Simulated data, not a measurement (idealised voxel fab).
The following is a process module called voxel ribs on slabs.
FYI the section here is cut, 200 nm wide, cells are 5 nm squares.
In this document a cross-section is written as a grid of square cells. It is given as a series of bands, listed from the top down, and a band is one or more rows of cells.
Within each band entry, the heights of the top and of the bottom of the band appear first, in that order and in nm; the materials of the band then follow from left to right, each with its corresponding width in nm. The designation "edge to edge" on a single material indicates that it fills the band from edge to edge; the designation "empty" indicates empty space.
Heights are expressed relative to 0, this being the level below which the as-received wafer comprises one material exclusively. The lowest band is unbounded in the downward direction and is denoted as in "0 and below".
The width entry "30 to 40" should be interpreted row by row: the top row of cells in the band takes the first number, the bottom row takes the second number, and the change between adjacent rows is uniform throughout.
When a step is marked "everything unchanged", none of the cells in the cross-section changed during that step.
In "Closed void inventory" the enclosed voids are listed, meaning empty spaces of 8 cells or larger without any opening to the top. The form is width x height at distance, distance from the left edge, units nm.
The remark found on a step's line after its settings is issued by the simulator itself and pertains to that step.
The optional step-line setting "overlay nm" applies to steps with a mask and quantifies how far to the right of its planned location the mask lay, a negative value indicating leftward placement.
Note: before/after cross-section pairs follow, one process step per pair, after-side truncated at the lowest changed band, step and settings given beneath. Different runs of this module on the same starting wafer may supply the pairs; a pair continues the one above only where the "Before processing" entry says so.

Before processing
* 0 and below: Si edge to edge
* Closed void inventory: none

Resulting Structure
* 30 down to 0: SiO2 edge to edge
* For the remainder of the cross-section, below 0, there is no change.
* Closed void inventory: none
The step that takes the structure from the upper cross-section to the lower one is DIRECTIONAL_DEP: material SiO2, thk nm 30

Before processing: Reference is made to the cross-section shown after the step in the pair directly above, which represents the state prior to this step.

Resulting Structure
* 45 down to 30: polySi edge to edge
* For the remainder of the cross-section, below 30, there is no change.
* Closed void inventory: none
The step that takes the structure from the upper cross-section to the lower one is DIRECTIONAL_DEP: material polySi, thk nm 15

Before processing: Reference is made to the cross-section shown after the step in the pair directly above, which represents the state prior to this step.

Resulting Structure
* 65 down to 45: empty: 85; resist: 30; empty: 85
* For the remainder of the cross-section, below 45, there is no change.
* Closed void inventory: none
The step that takes the structure from the upper cross-section to the lower one is PATTERN: tone cover, mask id RIB, material resist, width nm 30, thk nm 20, overlay nm 0

Before processing: Reference is made to the cross-section shown after the step in the pair directly above, which represents the state prior to this step.

Resulting Structure
* 65 down to 45: empty: 85; resist: 30; empty: 85
* 45 down to 35: empty: 85; polySi: 30; empty: 85
* For the remainder of the cross-section, below 35, there is no change.
* Closed void inventory: none
The step that takes the structure from the upper cross-section to the lower one is DIRECTIONAL_ETCH: etch materials polySi, depth nm 10

Before processing: Reference is made to the cross-section shown after the step in the pair directly above, which represents the state prior to this step.

Resulting Structure
* 45 down to 35: empty: 85; polySi: 30; empty: 85
* For the remainder of the cross-section, below 35, there is no change.
* Closed void inventory: none
The step that takes the structure from the upper cross-section to the lower one is STRIP: etch materials resist

Before processing: Reference is made to the cross-section shown after the step in the pair directly above, which represents the state prior to this step.

Resulting Structure
* 45 down to 35: empty: 85; polySi: 30; empty: 85
* 35 down to 30: empty: 60; polySi: 80; empty: 60
* For the remainder of the cross-section, below 30, there is no change.
* Closed void inventory: none
The step that takes the structure from the upper cross-section to the lower one is MASKED_ETCH: tone cover, mask id SLAB, width nm 80, etch materials polySi, depth nm 5, overlay nm 0

Before processing: Reference is made to the cross-section shown after the step in the pair directly above, which represents the state prior to this step.

Resulting Structure
* 75 down to 45: SiO2 edge to edge
* 45 down to 35: SiO2: 85; polySi: 30; SiO2: 85
* 35 down to 30: SiO2: 60; polySi: 80; SiO2: 60
* For the remainder of the cross-section, below 30, there is no change.
* Closed void inventory: none
The step that takes the structure from the upper cross-section to the lower one is FILL_DEP: material SiO2, thk nm 30

Before processing: Reference is made to the cross-section shown after the step in the pair directly above, which represents the state prior to this step.

Resulting Structure
* 65 down to 45: SiO2 edge to edge
* For the remainder of the cross-section, below 45, there is no change.
* Closed void inventory: none
The step that takes the structure from the upper cross-section to the lower one is CMP: height nm 65

Before processing: Reference is made to the cross-section shown after the step in the pair directly above, which represents the state prior to this step.

Resulting Structure
* 75 down to 65: TiN edge to edge
* For the remainder of the cross-section, below 65, there is no change.
* Closed void inventory: none
The step that takes the structure from the upper cross-section to the lower one is DIRECTIONAL_DEP: material TiN, thk nm 10

Before processing: Reference is made to the cross-section shown after the step in the pair directly above, which represents the state prior to this step.

Resulting Structure
* 90 down to 75: aC edge to edge
* For the remainder of the cross-section, below 75, there is no change.
* Closed void inventory: none
The step that takes the structure from the upper cross-section to the lower one is DIRECTIONAL_DEP: material aC, thk nm 15

Before processing: Reference is made to the cross-section shown after the step in the pair directly above, which represents the state prior to this step.

Resulting Structure
* 120 down to 90: empty: 80; resist: 40; empty: 80
* For the remainder of the cross-section, below 90, there is no change.
* Closed void inventory: none
The step that takes the structure from the upper cross-section to the lower one is PATTERN: tone cover, mask id HEATER, material resist, width nm 40, thk nm 30, overlay nm 0

Before processing: Reference is made to the cross-section shown after the step in the pair directly above, which represents the state prior to this step.

Resulting Structure
* 105 down to 90: empty: 80; resist: 40; empty: 80
* 90 down to 75: empty: 80; aC: 40; empty: 80
* For the remainder of the cross-section, below 75, there is no change.
* Closed void inventory: none
The step that takes the structure from the upper cross-section to the lower one is DIRECTIONAL_ETCH: etch materials aC, depth nm 15

Before processing: Reference is made to the cross-section shown after the step in the pair directly above, which represents the state prior to this step.

Resulting Structure
* 90 down to 75: empty: 80; aC: 40; empty: 80
* For the remainder of the cross-section, below 75, there is no change.
* Closed void inventory: none
The step that takes the structure from the upper cross-section to the lower one is STRIP: etch materials resist

Before processing: Reference is made to the cross-section shown after the step in the pair directly above, which represents the state prior to this step.

Resulting Structure
* 90 down to 75: empty: 80; aC: 40; empty: 80
* 75 down to 65: empty: 80; TiN: 40; empty: 80
* For the remainder of the cross-section, below 65, there is no change.
* Closed void inventory: none
The step that takes the structure from the upper cross-section to the lower one is DIRECTIONAL_ETCH: etch materials TiN, depth nm 10

Before processing: Reference is made to the cross-section shown after the step in the pair directly above, which represents the state prior to this step.

Resulting Structure
* 75 down to 65: empty: 80; TiN: 40; empty: 80
* For the remainder of the cross-section, below 65, there is no change.
* Closed void inventory: none
The step that takes the structure from the upper cross-section to the lower one is STRIP: etch materials aC

Before processing: Reference is made to the cross-section shown after the step in the pair directly above, which represents the state prior to this step.

Resulting Structure
* 85 down to 75: empty: 70; SiO2: 60; empty: 70
* 75 down to 65: SiO2: 80; TiN: 40; SiO2: 80
* For the remainder of the cross-section, below 65, there is no change.
* Closed void inventory: none
The step that takes the structure from the upper cross-section to the lower one is CONFORMAL_DEP: material SiO2, thk nm 10

Before processing
* 30 down to 0: SiO2 edge to edge
* 0 and below: Si edge to edge
* Closed void inventory: none

Resulting Structure
* 60 down to 0: SiO2 edge to edge
* For the remainder of the cross-section, below 0, there is no change.
* Closed void inventory: none
The step that takes the structure from the upper cross-section to the lower one is DIRECTIONAL_DEP: material SiO2, thk nm 30

Before processing: Reference is made to the cross-section shown after the step in the pair directly above, which represents the state prior to this step.

Resulting Structure
* 75 down to 60: polySi edge to edge
* For the remainder of the cross-section, below 60, there is no change.
* Closed void inventory: none
The step that takes the structure from the upper cross-section to the lower one is DIRECTIONAL_DEP: material polySi, thk nm 15

Before processing: Reference is made to the cross-section shown after the step in the pair directly above, which represents the state prior to this step.

Resulting Structure
* 95 down to 75: empty: 85; resist: 30; empty: 85
* For the remainder of the cross-section, below 75, there is no change.
* Closed void inventory: none
The step that takes the structure from the upper cross-section to the lower one is PATTERN: tone cover, mask id RIB, material resist, width nm 30, thk nm 20, overlay nm 0

Before processing: Reference is made to the cross-section shown after the step in the pair directly above, which represents the state prior to this step.

Resulting Structure
* 95 down to 75: empty: 85; resist: 30; empty: 85
* 75 down to 65: empty: 85; polySi: 30; empty: 85
* For the remainder of the cross-section, below 65, there is no change.
* Closed void inventory: none
The step that takes the structure from the upper cross-section to the lower one is DIRECTIONAL_ETCH: etch materials polySi, depth nm 10

Before processing: Reference is made to the cross-section shown after the step in the pair directly above, which represents the state prior to this step.

Resulting Structure
* 75 down to 65: empty: 85; polySi: 30; empty: 85
* For the remainder of the cross-section, below 65, there is no change.
* Closed void inventory: none
The step that takes the structure from the upper cross-section to the lower one is STRIP: etch materials resist

Before processing: Reference is made to the cross-section shown after the step in the pair directly above, which represents the state prior to this step.

Resulting Structure
* 75 down to 65: empty: 85; polySi: 30; empty: 85
* 65 down to 60: empty: 60; polySi: 80; empty: 60
* For the remainder of the cross-section, below 60, there is no change.
* Closed void inventory: none
The step that takes the structure from the upper cross-section to the lower one is MASKED_ETCH: tone cover, mask id SLAB, width nm 80, etch materials polySi, depth nm 5, overlay nm 0

Before processing: Reference is made to the cross-section shown after the step in the pair directly above, which represents the state prior to this step.

Resulting Structure
* 105 down to 75: SiO2 edge to edge
* 75 down to 65: SiO2: 85; polySi: 30; SiO2: 85
* 65 down to 60: SiO2: 60; polySi: 80; SiO2: 60
* For the remainder of the cross-section, below 60, there is no change.
* Closed void inventory: none
The step that takes the structure from the upper cross-section to the lower one is FILL_DEP: material SiO2, thk nm 30

Before processing: Reference is made to the cross-section shown after the step in the pair directly above, which represents the state prior to this step.

Resulting Structure
* 65 down to 60: SiO2: 60; polySi: 80; SiO2: 60
* For the remainder of the cross-section, below 60, there is no change.
* Closed void inventory: none
The step that takes the structure from the upper cross-section to the lower one is CMP: height nm 65

Before processing: Reference is made to the cross-section shown after the step in the pair directly above, which represents the state prior to this step.

Resulting Structure
* 75 down to 65: TiN edge to edge
* For the remainder of the cross-section, below 65, there is no change.
* Closed void inventory: none
The step that takes the structure from the upper cross-section to the lower one is DIRECTIONAL_DEP: material TiN, thk nm 10

Before processing: Reference is made to the cross-section shown after the step in the pair directly above, which represents the state prior to this step.

Resulting Structure
* 90 down to 75: aC edge to edge
* For the remainder of the cross-section, below 75, there is no change.
* Closed void inventory: none
The step that takes the structure from the upper cross-section to the lower one is DIRECTIONAL_DEP: material aC, thk nm 15

Before processing: Reference is made to the cross-section shown after the step in the pair directly above, which represents the state prior to this step.

Resulting Structure
* 120 down to 90: empty: 80; resist: 40; empty: 80
* For the remainder of the cross-section, below 90, there is no change.
* Closed void inventory: none
The step that takes the structure from the upper cross-section to the lower one is PATTERN: tone cover, mask id HEATER, material resist, width nm 40, thk nm 30, overlay nm 0

Before processing: Reference is made to the cross-section shown after the step in the pair directly above, which represents the state prior to this step.

Resulting Structure
* 105 down to 90: empty: 80; resist: 40; empty: 80
* 90 down to 75: empty: 80; aC: 40; empty: 80
* For the remainder of the cross-section, below 75, there is no change.
* Closed void inventory: none
The step that takes the structure from the upper cross-section to the lower one is DIRECTIONAL_ETCH: etch materials aC, depth nm 15

Before processing: Reference is made to the cross-section shown after the step in the pair directly above, which represents the state prior to this step.

Resulting Structure
* 90 down to 75: empty: 80; aC: 40; empty: 80
* For the remainder of the cross-section, below 75, there is no change.
* Closed void inventory: none
The step that takes the structure from the upper cross-section to the lower one is STRIP: etch materials resist

Before processing: Reference is made to the cross-section shown after the step in the pair directly above, which represents the state prior to this step.

Resulting Structure
* 90 down to 75: empty: 80; aC: 40; empty: 80
* 75 down to 65: empty: 80; TiN: 40; empty: 80
* For the remainder of the cross-section, below 65, there is no change.
* Closed void inventory: none
The step that takes the structure from the upper cross-section to the lower one is DIRECTIONAL_ETCH: etch materials TiN, depth nm 10

Before processing: Reference is made to the cross-section shown after the step in the pair directly above, which represents the state prior to this step.

Resulting Structure
* 75 down to 65: empty: 80; TiN: 40; empty: 80
* For the remainder of the cross-section, below 65, there is no change.
* Closed void inventory: none
The step that takes the structure from the upper cross-section to the lower one is STRIP: etch materials aC

Before processing: Reference is made to the cross-section shown after the step in the pair directly above, which represents the state prior to this step.

Resulting Structure
* 85 down to 75: empty: 70; SiO2: 60; empty: 70
* 75 down to 65: SiO2: 80; TiN: 40; SiO2: 80
* For the remainder of the cross-section, below 65, there is no change.
* Closed void inventory: none
The step that takes the structure from the upper cross-section to the lower one is CONFORMAL_DEP: material SiO2, thk nm 10

Before processing
* 0 and below: Si edge to edge
* Closed void inventory: none

Resulting Structure
* 15 down to 0: polySi edge to edge
* For the remainder of the cross-section, below 0, there is no change.
* Closed void inventory: none
The step that takes the structure from the upper cross-section to the lower one is DIRECTIONAL_DEP: material polySi, thk nm 15

Before processing: Reference is made to the cross-section shown after the step in the pair directly above, which represents the state prior to this step.

Resulting Structure
* 45 down to 15: SiO2 edge to edge
* For the remainder of the cross-section, below 15, there is no change.
* Closed void inventory: none
The step that takes the structure from the upper cross-section to the lower one is DIRECTIONAL_DEP: material SiO2, thk nm 30

Before processing: Reference is made to the cross-section shown after the step in the pair directly above, which represents the state prior to this step.

Resulting Structure
* 65 down to 45: empty: 85; resist: 30; empty: 85
* For the remainder of the cross-section, below 45, there is no change.
* Closed void inventory: none
The step that takes the structure from the upper cross-section to the lower one is PATTERN: tone cover, mask id RIB, material resist, width nm 30, thk nm 20, overlay nm 0

Before processing: Reference is made to the cross-section shown after the step in the pair directly above, which represents the state prior to this step.

Resulting Structure
* 45 down to 15: SiO2 edge to edge
* For the remainder of the cross-section, below 15, there is no change.
* Closed void inventory: none
The step that takes the structure from the upper cross-section to the lower one is STRIP: etch materials resist

Before processing: Reference is made to the cross-section shown after the step in the pair directly above, which represents the state prior to this step.

Resulting Structure
* 75 down to 15: SiO2 edge to edge
* For the remainder of the cross-section, below 15, there is no change.
* Closed void inventory: none
The step that takes the structure from the upper cross-section to the lower one is FILL_DEP: material SiO2, thk nm 30

Before processing: Reference is made to the cross-section shown after the step in the pair directly above, which represents the state prior to this step.

Resulting Structure
* 65 down to 15: SiO2 edge to edge
* For the remainder of the cross-section, below 15, there is no change.
* Closed void inventory: none
The step that takes the structure from the upper cross-section to the lower one is CMP: height nm 65

Before processing: Reference is made to the cross-section shown after the step in the pair directly above, which represents the state prior to this step.

Resulting Structure
* 75 down to 65: TiN edge to edge
* For the remainder of the cross-section, below 65, there is no change.
* Closed void inventory: none
The step that takes the structure from the upper cross-section to the lower one is DIRECTIONAL_DEP: material TiN, thk nm 10

Before processing: Reference is made to the cross-section shown after the step in the pair directly above, which represents the state prior to this step.

Resulting Structure
* 90 down to 75: aC edge to edge
* For the remainder of the cross-section, below 75, there is no change.
* Closed void inventory: none
The step that takes the structure from the upper cross-section to the lower one is DIRECTIONAL_DEP: material aC, thk nm 15

Before processing: Reference is made to the cross-section shown after the step in the pair directly above, which represents the state prior to this step.

Resulting Structure
* 120 down to 90: empty: 80; resist: 40; empty: 80
* For the remainder of the cross-section, below 90, there is no change.
* Closed void inventory: none
The step that takes the structure from the upper cross-section to the lower one is PATTERN: tone cover, mask id HEATER, material resist, width nm 40, thk nm 30, overlay nm 0

Before processing: Reference is made to the cross-section shown after the step in the pair directly above, which represents the state prior to this step.

Resulting Structure
* 105 down to 90: empty: 80; resist: 40; empty: 80
* 90 down to 75: empty: 80; aC: 40; empty: 80
* For the remainder of the cross-section, below 75, there is no change.
* Closed void inventory: none
The step that takes the structure from the upper cross-section to the lower one is DIRECTIONAL_ETCH: etch materials aC, depth nm 15

Before processing: Reference is made to the cross-section shown after the step in the pair directly above, which represents the state prior to this step.

Resulting Structure
* 90 down to 75: empty: 80; aC: 40; empty: 80
* For the remainder of the cross-section, below 75, there is no change.
* Closed void inventory: none
The step that takes the structure from the upper cross-section to the lower one is STRIP: etch materials resist

Before processing: Reference is made to the cross-section shown after the step in the pair directly above, which represents the state prior to this step.

Resulting Structure
* 90 down to 75: empty: 80; aC: 40; empty: 80
* 75 down to 65: empty: 80; TiN: 40; empty: 80
* For the remainder of the cross-section, below 65, there is no change.
* Closed void inventory: none
The step that takes the structure from the upper cross-section to the lower one is DIRECTIONAL_ETCH: etch materials TiN, depth nm 10

Before processing: Reference is made to the cross-section shown after the step in the pair directly above, which represents the state prior to this step.

Resulting Structure
* 75 down to 65: empty: 80; TiN: 40; empty: 80
* For the remainder of the cross-section, below 65, there is no change.
* Closed void inventory: none
The step that takes the structure from the upper cross-section to the lower one is STRIP: etch materials aC

Before processing: Reference is made to the cross-section shown after the step in the pair directly above, which represents the state prior to this step.

Resulting Structure
* 85 down to 75: empty: 70; SiO2: 60; empty: 70
* 75 down to 65: SiO2: 80; TiN: 40; SiO2: 80
* For the remainder of the cross-section, below 65, there is no change.
* Closed void inventory: none
The step that takes the structure from the upper cross-section to the lower one is CONFORMAL_DEP: material SiO2, thk nm 10

Before processing
* 0 and below: Si edge to edge
* Closed void inventory: none

Resulting Structure
* 20 down to 0: SiO2 edge to edge
* For the remainder of the cross-section, below 0, there is no change.
* Closed void inventory: none
The step that takes the structure from the upper cross-section to the lower one is DIRECTIONAL_DEP: material SiO2, thk nm 20

Before processing: Reference is made to the cross-section shown after the step in the pair directly above, which represents the state prior to this step.

Resulting Structure
* 35 down to 20: polySi edge to edge
* For the remainder of the cross-section, below 20, there is no change.
* Closed void inventory: none
The step that takes the structure from the upper cross-section to the lower one is DIRECTIONAL_DEP: material polySi, thk nm 15

Before processing: Reference is made to the cross-section shown after the step in the pair directly above, which represents the state prior to this step.

Resulting Structure
* 55 down to 35: empty: 85; resist: 30; empty: 85
* For the remainder of the cross-section, below 35, there is no change.
* Closed void inventory: none
The step that takes the structure from the upper cross-section to the lower one is PATTERN: tone cover, mask id RIB, material resist, width nm 30, thk nm 20, overlay nm 0

Before processing: Reference is made to the cross-section shown after the step in the pair directly above, which represents the state prior to this step.

Resulting Structure
* 55 down to 35: empty: 85; resist: 30; empty: 85
* 35 down to 25: empty: 85; polySi: 30; empty: 85
* For the remainder of the cross-section, below 25, there is no change.
* Closed void inventory: none
The step that takes the structure from the upper cross-section to the lower one is DIRECTIONAL_ETCH: etch materials polySi, depth nm 10

Before processing: Reference is made to the cross-section shown after the step in the pair directly above, which represents the state prior to this step.

Resulting Structure
* 35 down to 25: empty: 85; polySi: 30; empty: 85
* For the remainder of the cross-section, below 25, there is no change.
* Closed void inventory: none
The step that takes the structure from the upper cross-section to the lower one is STRIP: etch materials resist

Before processing: Reference is made to the cross-section shown after the step in the pair directly above, which represents the state prior to this step.

Resulting Structure
* 35 down to 25: empty: 85; polySi: 30; empty: 85
* 25 down to 20: empty: 60; polySi: 80; empty: 60
* For the remainder of the cross-section, below 20, there is no change.
* Closed void inventory: none
The step that takes the structure from the upper cross-section to the lower one is MASKED_ETCH: tone cover, mask id SLAB, width nm 80, etch materials polySi, depth nm 5, overlay nm 0

Before processing: Reference is made to the cross-section shown after the step in the pair directly above, which represents the state prior to this step.

Resulting Structure
* 65 down to 35: SiO2 edge to edge
* 35 down to 25: SiO2: 85; polySi: 30; SiO2: 85
* 25 down to 20: SiO2: 60; polySi: 80; SiO2: 60
* For the remainder of the cross-section, below 20, there is no change.
* Closed void inventory: none
The step that takes the structure from the upper cross-section to the lower one is FILL_DEP: material SiO2, thk nm 30

Before processing: Reference is made to the cross-section shown after the step in the pair directly above, which represents the state prior to this step.

Resulting Structure
* 75 down to 65: TiN edge to edge
* For the remainder of the cross-section, below 65, there is no change.
* Closed void inventory: none
The step that takes the structure from the upper cross-section to the lower one is DIRECTIONAL_DEP: material TiN, thk nm 10

Before processing: Reference is made to the cross-section shown after the step in the pair directly above, which represents the state prior to this step.

Resulting Structure
* 90 down to 75: aC edge to edge
* For the remainder of the cross-section, below 75, there is no change.
* Closed void inventory: none
The step that takes the structure from the upper cross-section to the lower one is DIRECTIONAL_DEP: material aC, thk nm 15

Before processing: Reference is made to the cross-section shown after the step in the pair directly above, which represents the state prior to this step.

Resulting Structure
* 120 down to 90: empty: 80; resist: 40; empty: 80
* For the remainder of the cross-section, below 90, there is no change.
* Closed void inventory: none
The step that takes the structure from the upper cross-section to the lower one is PATTERN: tone cover, mask id HEATER, material resist, width nm 40, thk nm 30, overlay nm 0

Before processing: Reference is made to the cross-section shown after the step in the pair directly above, which represents the state prior to this step.

Resulting Structure
* 105 down to 90: empty: 80; resist: 40; empty: 80
* 90 down to 75: empty: 80; aC: 40; empty: 80
* For the remainder of the cross-section, below 75, there is no change.
* Closed void inventory: none
The step that takes the structure from the upper cross-section to the lower one is DIRECTIONAL_ETCH: etch materials aC, depth nm 15

Before processing: Reference is made to the cross-section shown after the step in the pair directly above, which represents the state prior to this step.

Resulting Structure
* 90 down to 75: empty: 80; aC: 40; empty: 80
* For the remainder of the cross-section, below 75, there is no change.
* Closed void inventory: none
The step that takes the structure from the upper cross-section to the lower one is STRIP: etch materials resist

Before processing: Reference is made to the cross-section shown after the step in the pair directly above, which represents the state prior to this step.

Resulting Structure
* 90 down to 75: empty: 80; aC: 40; empty: 80
* 75 down to 65: empty: 80; TiN: 40; empty: 80
* For the remainder of the cross-section, below 65, there is no change.
* Closed void inventory: none
The step that takes the structure from the upper cross-section to the lower one is DIRECTIONAL_ETCH: etch materials TiN, depth nm 10

Before processing: Reference is made to the cross-section shown after the step in the pair directly above, which represents the state prior to this step.

Resulting Structure
* 75 down to 65: empty: 80; TiN: 40; empty: 80
* For the remainder of the cross-section, below 65, there is no change.
* Closed void inventory: none
The step that takes the structure from the upper cross-section to the lower one is STRIP: etch materials aC

Before processing: Reference is made to the cross-section shown after the step in the pair directly above, which represents the state prior to this step.

Resulting Structure
* 85 down to 75: empty: 70; SiO2: 60; empty: 70
* 75 down to 65: SiO2: 80; TiN: 40; SiO2: 80
* For the remainder of the cross-section, below 65, there is no change.
* Closed void inventory: none
The step that takes the structure from the upper cross-section to the lower one is CONFORMAL_DEP: material SiO2, thk nm 10

Before processing
* 90 down to 75: aC edge to edge
* 75 down to 65: TiN edge to edge
* 65 down to 45: SiO2 edge to edge
* 45 down to 35: SiO2: 85; polySi: 30; SiO2: 85
* 35 down to 30: SiO2: 60; polySi: 80; SiO2: 60
* 30 down to 0: SiO2 edge to edge
* 0 and below: Si edge to edge
* Closed void inventory: none

Resulting Structure
* 120 down to 90: empty: 75; resist: 50; empty: 75
* For the remainder of the cross-section, below 90, there is no change.
* Closed void inventory: none
The step that takes the structure from the upper cross-section to the lower one is PATTERN: tone cover, mask id HEATER, material resist, width nm 50, thk nm 30, overlay nm 0

Before processing: Reference is made to the cross-section shown after the step in the pair directly above, which represents the state prior to this step.

Resulting Structure
* 105 down to 90: empty: 75; resist: 50; empty: 75
* 90 down to 75: empty: 75; aC: 50; empty: 75
* For the remainder of the cross-section, below 75, there is no change.
* Closed void inventory: none
The step that takes the structure from the upper cross-section to the lower one is DIRECTIONAL_ETCH: etch materials aC, depth nm 15

Before processing: Reference is made to the cross-section shown after the step in the pair directly above, which represents the state prior to this step.

Resulting Structure
* 90 down to 75: empty: 75; aC: 50; empty: 75
* For the remainder of the cross-section, below 75, there is no change.
* Closed void inventory: none
The step that takes the structure from the upper cross-section to the lower one is STRIP: etch materials resist

Before processing: Reference is made to the cross-section shown after the step in the pair directly above, which represents the state prior to this step.

Resulting Structure
* 90 down to 75: empty: 75; aC: 50; empty: 75
* 75 down to 65: empty: 75; TiN: 50; empty: 75
* For the remainder of the cross-section, below 65, there is no change.
* Closed void inventory: none
The step that takes the structure from the upper cross-section to the lower one is DIRECTIONAL_ETCH: etch materials TiN, depth nm 10

Before processing: Reference is made to the cross-section shown after the step in the pair directly above, which represents the state prior to this step.

Resulting Structure
* 75 down to 65: empty: 75; TiN: 50; empty: 75
* For the remainder of the cross-section, below 65, there is no change.
* Closed void inventory: none
The step that takes the structure from the upper cross-section to the lower one is STRIP: etch materials aC

Before processing: Reference is made to the cross-section shown after the step in the pair directly above, which represents the state prior to this step.

Resulting Structure
* 85 down to 75: empty: 65; SiO2: 70; empty: 65
* 75 down to 65: SiO2: 75; TiN: 50; SiO2: 75
* For the remainder of the cross-section, below 65, there is no change.
* Closed void inventory: none
The step that takes the structure from the upper cross-section to the lower one is CONFORMAL_DEP: material SiO2, thk nm 10

Before processing
* 45 down to 30: polySi edge to edge
* 30 down to 0: SiO2 edge to edge
* 0 and below: Si edge to edge
* Closed void inventory: none

Resulting Structure
* 65 down to 45: empty: 90; resist: 30; empty: 80
* For the remainder of the cross-section, below 45, there is no change.
* Closed void inventory: none
The step that takes the structure from the upper cross-section to the lower one is PATTERN: tone cover, mask id RIB, material resist, width nm 30, thk nm 20, overlay nm 5

Before processing: Reference is made to the cross-section shown after the step in the pair directly above, which represents the state prior to this step.

Resulting Structure
* 65 down to 45: empty: 90; resist: 30; empty: 80
* 45 down to 35: empty: 90; polySi: 30; empty: 80
* For the remainder of the cross-section, below 35, there is no change.
* Closed void inventory: none
The step that takes the structure from the upper cross-section to the lower one is DIRECTIONAL_ETCH: etch materials polySi, depth nm 10

Before processing: Reference is made to the cross-section shown after the step in the pair directly above, which represents the state prior to this step.

Resulting Structure
* 45 down to 35: empty: 90; polySi: 30; empty: 80
* For the remainder of the cross-section, below 35, there is no change.
* Closed void inventory: none
The step that takes the structure from the upper cross-section to the lower one is STRIP: etch materials resist

Before processing: Reference is made to the cross-section shown after the step in the pair directly above, which represents the state prior to this step.

Resulting Structure
* 45 down to 35: empty: 90; polySi: 30; empty: 80
* 35 down to 30: empty: 60; polySi: 80; empty: 60
* For the remainder of the cross-section, below 30, there is no change.
* Closed void inventory: none
The step that takes the structure from the upper cross-section to the lower one is MASKED_ETCH: tone cover, mask id SLAB, width nm 80, etch materials polySi, depth nm 5, overlay nm 0

Before processing: Reference is made to the cross-section shown after the step in the pair directly above, which represents the state prior to this step.

Resulting Structure
* 75 down to 45: SiO2 edge to edge
* 45 down to 35: SiO2: 90; polySi: 30; SiO2: 80
* 35 down to 30: SiO2: 60; polySi: 80; SiO2: 60
* For the remainder of the cross-section, below 30, there is no change.
* Closed void inventory: none
The step that takes the structure from the upper cross-section to the lower one is FILL_DEP: material SiO2, thk nm 30

Before processing: Reference is made to the cross-section shown after the step in the pair directly above, which represents the state prior to this step.

Resulting Structure
* 65 down to 45: SiO2 edge to edge
* For the remainder of the cross-section, below 45, there is no change.
* Closed void inventory: none
The step that takes the structure from the upper cross-section to the lower one is CMP: height nm 65

Before processing: Reference is made to the cross-section shown after the step in the pair directly above, which represents the state prior to this step.

Resulting Structure
* 75 down to 65: TiN edge to edge
* For the remainder of the cross-section, below 65, there is no change.
* Closed void inventory: none
The step that takes the structure from the upper cross-section to the lower one is DIRECTIONAL_DEP: material TiN, thk nm 10

Before processing: Reference is made to the cross-section shown after the step in the pair directly above, which represents the state prior to this step.

Resulting Structure
* 90 down to 75: aC edge to edge
* For the remainder of the cross-section, below 75, there is no change.
* Closed void inventory: none
The step that takes the structure from the upper cross-section to the lower one is DIRECTIONAL_DEP: material aC, thk nm 15

Before processing: Reference is made to the cross-section shown after the step in the pair directly above, which represents the state prior to this step.

Resulting Structure
* 120 down to 90: empty: 80; resist: 40; empty: 80
* For the remainder of the cross-section, below 90, there is no change.
* Closed void inventory: none
The step that takes the structure from the upper cross-section to the lower one is PATTERN: tone cover, mask id HEATER, material resist, width nm 40, thk nm 30, overlay nm 0

Before processing: Reference is made to the cross-section shown after the step in the pair directly above, which represents the state prior to this step.

Resulting Structure
* 105 down to 90: empty: 80; resist: 40; empty: 80
* 90 down to 75: empty: 80; aC: 40; empty: 80
* For the remainder of the cross-section, below 75, there is no change.
* Closed void inventory: none
The step that takes the structure from the upper cross-section to the lower one is DIRECTIONAL_ETCH: etch materials aC, depth nm 15

Before processing: Reference is made to the cross-section shown after the step in the pair directly above, which represents the state prior to this step.

Resulting Structure
* 90 down to 75: empty: 80; aC: 40; empty: 80
* For the remainder of the cross-section, below 75, there is no change.
* Closed void inventory: none
The step that takes the structure from the upper cross-section to the lower one is STRIP: etch materials resist

Before processing: Reference is made to the cross-section shown after the step in the pair directly above, which represents the state prior to this step.

Resulting Structure
* 90 down to 75: empty: 80; aC: 40; empty: 80
* 75 down to 65: empty: 80; TiN: 40; empty: 80
* For the remainder of the cross-section, below 65, there is no change.
* Closed void inventory: none
The step that takes the structure from the upper cross-section to the lower one is DIRECTIONAL_ETCH: etch materials TiN, depth nm 10

Before processing: Reference is made to the cross-section shown after the step in the pair directly above, which represents the state prior to this step.

Resulting Structure
* 75 down to 65: empty: 80; TiN: 40; empty: 80
* For the remainder of the cross-section, below 65, there is no change.
* Closed void inventory: none
The step that takes the structure from the upper cross-section to the lower one is STRIP: etch materials aC

Before processing: Reference is made to the cross-section shown after the step in the pair directly above, which represents the state prior to this step.

Resulting Structure
* 85 down to 75: empty: 70; SiO2: 60; empty: 70
* 75 down to 65: SiO2: 80; TiN: 40; SiO2: 80
* For the remainder of the cross-section, below 65, there is no change.
* Closed void inventory: none
The step that takes the structure from the upper cross-section to the lower one is CONFORMAL_DEP: material SiO2, thk nm 10

Before processing
* 75 down to 65: empty: 80; TiN: 40; empty: 80
* 65 down to 45: SiO2 edge to edge
* 45 down to 35: SiO2: 85; polySi: 30; SiO2: 85
* 35 down to 30: SiO2: 60; polySi: 80; SiO2: 60
* 30 down to 0: SiO2 edge to edge
* 0 and below: Si edge to edge
* Closed void inventory: none

Resulting Structure
* 85 down to 75: empty: 70; polySi: 60; empty: 70
* 75 down to 65: polySi: 80; TiN: 40; polySi: 80
* For the remainder of the cross-section, below 65, there is no change.
* Closed void inventory: none
The step that takes the structure from the upper cross-section to the lower one is CONFORMAL_DEP: material polySi, thk nm 10

Before processing
* 45 down to 30: polySi edge to edge
* 30 down to 0: SiO2 edge to edge
* 0 and below: Si edge to edge
* Closed void inventory: none

Resulting Structure
* 65 down to 45: resist: 85; empty: 30; resist: 85
* For the remainder of the cross-section, below 45, there is no change.
* Closed void inventory: none
The step that takes the structure from the upper cross-section to the lower one is PATTERN: tone open, mask id RIB, material resist, width nm 30, thk nm 20, overlay nm 0

Before processing: Reference is made to the cross-section shown after the step in the pair directly above, which represents the state prior to this step.

Resulting Structure
* 65 down to 45: resist: 85; empty: 30; resist: 85
* 45 down to 35: polySi: 85; empty: 30; polySi: 85
* For the remainder of the cross-section, below 35, there is no change.
* Closed void inventory: none
The step that takes the structure from the upper cross-section to the lower one is DIRECTIONAL_ETCH: etch materials polySi, depth nm 10
